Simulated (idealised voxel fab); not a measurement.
Title: Process Module voxel fin reveal
Cross-section cut: width 175 nm, square cells of 5 nm.
Think of the cross-section as a grid of square cells. We describe it in bands, top to bottom, and each band covers one or more rows of those cells. The entry gives the band's vertical extent as a top height and a bottom height in nm, then its horizontal make-up as materials from left to right, each with a width in nm. "empty" stands for empty space; a single material marked "everywhere" fills the band edge to edge. Height datum 0, below which the as-received substrate wafer is one material. Lowest band open at the bottom, running downward: "0 nm and below". Note: "30..40" means the width goes from the first number (top row of the band) to the second number (bottom row) in equal steps per row of cells. Basically "stayed the same" means that step didn't change any cell in the cross-section. "Voids lacking openings" lists enclosed empty spaces (at least 8 cells, no open path upward to the top), each as width x height at distance from the left edge, in nm. On a step's line, text after the settings is the simulator commenting on that step. Each step line may optionally specify "overlay nm", which for a step with a mask gives the rightward distance between the mask's planned place and where it lay, a negative value indicating the leftward direction.

## Planned process steps
1 RECEIVE,material Si
2 CONFORMAL_DEP,material SiN,thk nm 10
3 MASKED_ETCH,tone cover,mask id FINS,width nm 15,pitch nm 35,etch materials SiN,depth nm 10,overlay nm 0
4 MASKED_ETCH,tone cover,mask id FINS,width nm 15,pitch nm 35,etch materials Si,depth nm 35,overlay nm 0
5 OXIDIZE,depth nm 5
6 FILL_DEP,material SiO2,thk nm 15
7 CMP,height nm 10
8 SELECTIVE_ETCH,etch materials SiO2,depth nm 30
9 STRIP,etch materials SiN

## So this is the incoming wafer in cross-section - it's already been through step 1
- 0 nm and below = Si everywhere
- Voids lacking openings: none

## Post-module cross-section of the first of two wafers (run per plan)
- 0 nm to -20 nm = empty: 65  Si: 5  empty: 30  Si: 5  empty: 70
- -20 nm to -40 nm = SiO2: 65  Si: 5  SiO2: 30  Si: 5  SiO2: 70
- -40 nm and below = Si everywhere
- Voids lacking openings: none

## Presented here is a cross-section of the second of the two wafers as it stood at the end of the module. It was started in the same manner and assigned the same plan as the first wafer; however, one mistake was made in its execution
- 0 nm to -20 nm = empty: 65  Si: 5  empty: 30  Si: 5  empty: 70
- -20 nm to -30 nm = SiO2: 30  empty: 35  Si: 5  empty: 30  Si: 5  empty: 35  SiO2: 35
- -30 nm to -40 nm = SiO2: 65  Si: 5  SiO2: 30  Si: 5  SiO2: 70
- -40 nm and below = Si everywhere
- Voids lacking openings: none
what went wrong: plan steps 8 and 9 run swapped
End of process, cell counts, second wafer against first, materials with more or fewer: -40 SiO2
